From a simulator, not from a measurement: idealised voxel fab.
The process module that follows is named voxel self aligned vias.
The cross-section shown here is cut; it is 300 nm wide and divided into square cells measuring 5 nm on a side.
If you're reading a cross-section in this doc, picture square cells in a grid; it comes to you as bands, top ones listed first down to the bottom, and a band can be one or more rows of cells.
The band entry comprises the height of the band's top followed by the height of its bottom, expressed in nm, and subsequently the band's materials from left to right, each stated together with its width in nm. Where a single material is marked with the word "all across", that material fills the band from edge to edge. The word "empty" represents empty space.
The reference from which all heights are counted is 0, the level beneath which the as-received wafer is entirely one material; the lowest band, having no lower bound, proceeds downward and is written after the example "0 nm and below".
The width entry "30 to 40" should be interpreted row by row: the top row of cells in the band takes the first number, the bottom row takes the second number, and the change between adjacent rows is uniform throughout.
Where a step carries "no modifications", the cross-section came out of it unchanged, cell for cell.
The entry titled "Unvented voids" provides the empty spaces that have no open way to the top, restricted to those of 8 cells or more. Each is presented as width x height at distance, the distance being measured from the left edge, with all three in nm.
On each step's line, the part that comes after the settings is the simulator's own comment on the step.
Steps that use a mask can have "overlay nm" on their line. It says how far the mask sat to the right of where it was meant to be. Negative means to the left.
Listed below are the process steps as planned:
1. op RECEIVE | material Si
2. op CONFORMAL_DEP | material SiO2 | thk nm 10
3. op CONFORMAL_DEP | material SiCN | thk nm 5
4. op DIRECTIONAL_DEP | material lowk | thk nm 20
5. op DIRECTIONAL_DEP | material aC | thk nm 10
6. op PATTERN | tone open | mask id LINES | material resist | width nm 20 | pitch nm 70 | thk nm 30 | overlay nm 0
7. op DIRECTIONAL_ETCH | etch materials aC | depth nm 10
8. op STRIP | etch materials resist
9. op DIRECTIONAL_ETCH | etch materials lowk | depth nm 20
10. op STRIP | etch materials aC
11. op CONFORMAL_DEP | material TiN | thk nm 5
12. op FILL_DEP | material W | thk nm 10
13. op CMP | height nm 35
14. op SELECTIVE_ETCH | etch materials W Ru TiN | depth nm 5
15. op FILL_DEP | material SiN | thk nm 5
16. op CMP | height nm 35
17. op DIRECTIONAL_DEP | material lowk | thk nm 20
18. op PATTERN | tone open | mask id VIAS | material resist | width nm 40 | thk nm 20 | overlay nm 0
19. op DIRECTIONAL_ETCH | etch materials lowk | depth nm 20
20. op DIRECTIONAL_ETCH | etch materials SiN | depth nm 5
21. op STRIP | etch materials resist
22. op CONFORMAL_DEP | material TiN | thk nm 5
23. op FILL_DEP | material W | thk nm 10
24. op CMP | height nm 55
25. op CONFORMAL_DEP | material SiN | thk nm 5
Wafer cross-section on receipt, i.e. after step 1:
    0 nm and below = Si all across
    Unvented voids: none
End-of-module cross-section. Starting structure and process plan as above; one mistake made in running it:
    75 nm to 70 nm = SiN all across
    70 nm to 60 nm = W all across
    60 nm to 55 nm = TiN: 100 / W: 30 / TiN: 170
    55 nm to 40 nm = lowk: 95 / TiN: 5 / W: 30 / TiN: 5 / lowk: 165
    40 nm to 35 nm = lowk: 95 / TiN: 15 / W: 10 / TiN: 15 / lowk: 165
    35 nm to 30 nm = lowk: 105 / TiN: 20 / lowk: 50 / SiN: 20 / lowk: 105
    30 nm to 20 nm = lowk: 105 / TiN: 5 / W: 10 / TiN: 5 / lowk: 50 / TiN: 5 / W: 10 / TiN: 5 / lowk: 105
    20 nm to 15 nm = lowk: 105 / TiN: 20 / lowk: 50 / TiN: 20 / lowk: 105
    15 nm to 10 nm = SiCN all across
    10 nm to 0 nm = SiO2 all across
    0 nm and below = Si all across
    Unvented voids: none
Against the plan, the run slipped here: step 24 of the plan never got run, it was skipped over
